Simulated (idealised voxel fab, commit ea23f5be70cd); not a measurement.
voxel local oxidation: a process module
The width of the displayed cross-section, cut, is 240 nm; its cells are square, with a size of 5 nm.
Heads up, the way a cross-section reads in here is a grid of square cells, handed over as bands from the top down, with every band being one or more rows of cells.
Basically the band line says how high the top is and how high the bottom is, in nm, and then what's in it from left to right, every material with its width in nm. Empty space shows up as "air", and if a single material carries "all across" it runs the full band edge to edge.
Heights are expressed relative to 0, this being the level below which the as-received wafer comprises one material exclusively. The lowest band is unbounded in the downward direction and is denoted as in "z 0 and below".
The width entry "30 to 40" should be interpreted row by row: the top row of cells in the band takes the first number, the bottom row takes the second number, and the change between adjacent rows is uniform throughout.
Step marked "everything unchanged"? Then no cell in the cross-section changed in it.
Empty spaces without an open route to the top, at least 8 cells in extent, make up the entry "Enclosed void inventory"; each is given as width x height at distance, where the distance is measured from the left edge, and all are in nm.
Read whatever lies past the settings on a step's line as the simulator's own remark about the step.
You can add "overlay nm" to a step's line. For a step with a mask, it describes how far the mask lay to the right of its planned position, and a negative number describes a lay to the left.

# Process steps foreseen in the plan
step 1: RECEIVE (material Si)
step 2: CONFORMAL_DEP (material SiO2; thk nm 5)
step 3: CONFORMAL_DEP (material SiN; thk nm 10)
step 4: PATTERN (tone cover; mask id ACTIVE; material resist; width nm 85; thk nm 15; overlay nm 0)
step 5: DIRECTIONAL_ETCH (etch materials SiN; depth nm 10)
step 6: STRIP (etch materials resist)
step 7: SELECTIVE_ETCH (etch materials SiO2; depth nm 5)
step 8: OXIDIZE (depth nm 10)
step 9: STRIP (etch materials SiN)
Where the wafers of this document differ is in the width nm of step 4; they start out the same, and the plan states the value that applied to the first wafer.

# Received condition of the first of several wafers, sectioned: post-step 1
	z 0 and below: Si all across
	Enclosed void inventory: none

# first wafer at the end, after step 9
	z 5 to 0: air: 80; SiO2: 75; air: 85
	z 0 to -10: SiO2: 90; Si: 55; SiO2: 95
	z -10 and below: Si all across
	Enclosed void inventory: none

# X-section, last wafer, module end
	z 5 to 0: air: 70; SiO2: 100; air: 70
	z 0 to -10: SiO2: 80; Si: 80; SiO2: 80
	z -10 and below: Si all across
	Enclosed void inventory: none

# Rows = wafers. At module end, each row lists per material the cells gained (+) or lost (-) since the wafer was received, then the closed voids
width nm 85; -74 Si; +89 SiO2; Enclosed void inventory: none
width nm 90; -72 Si; +88 SiO2; Enclosed void inventory: none
width nm 95; -70 Si; +87 SiO2; Enclosed void inventory: none
width nm 100; -68 Si; +86 SiO2; Enclosed void inventory: none
width nm 105; -66 Si; +85 SiO2; Enclosed void inventory: none
width nm 110; -64 Si; +84 SiO2; Enclosed void inventory: none
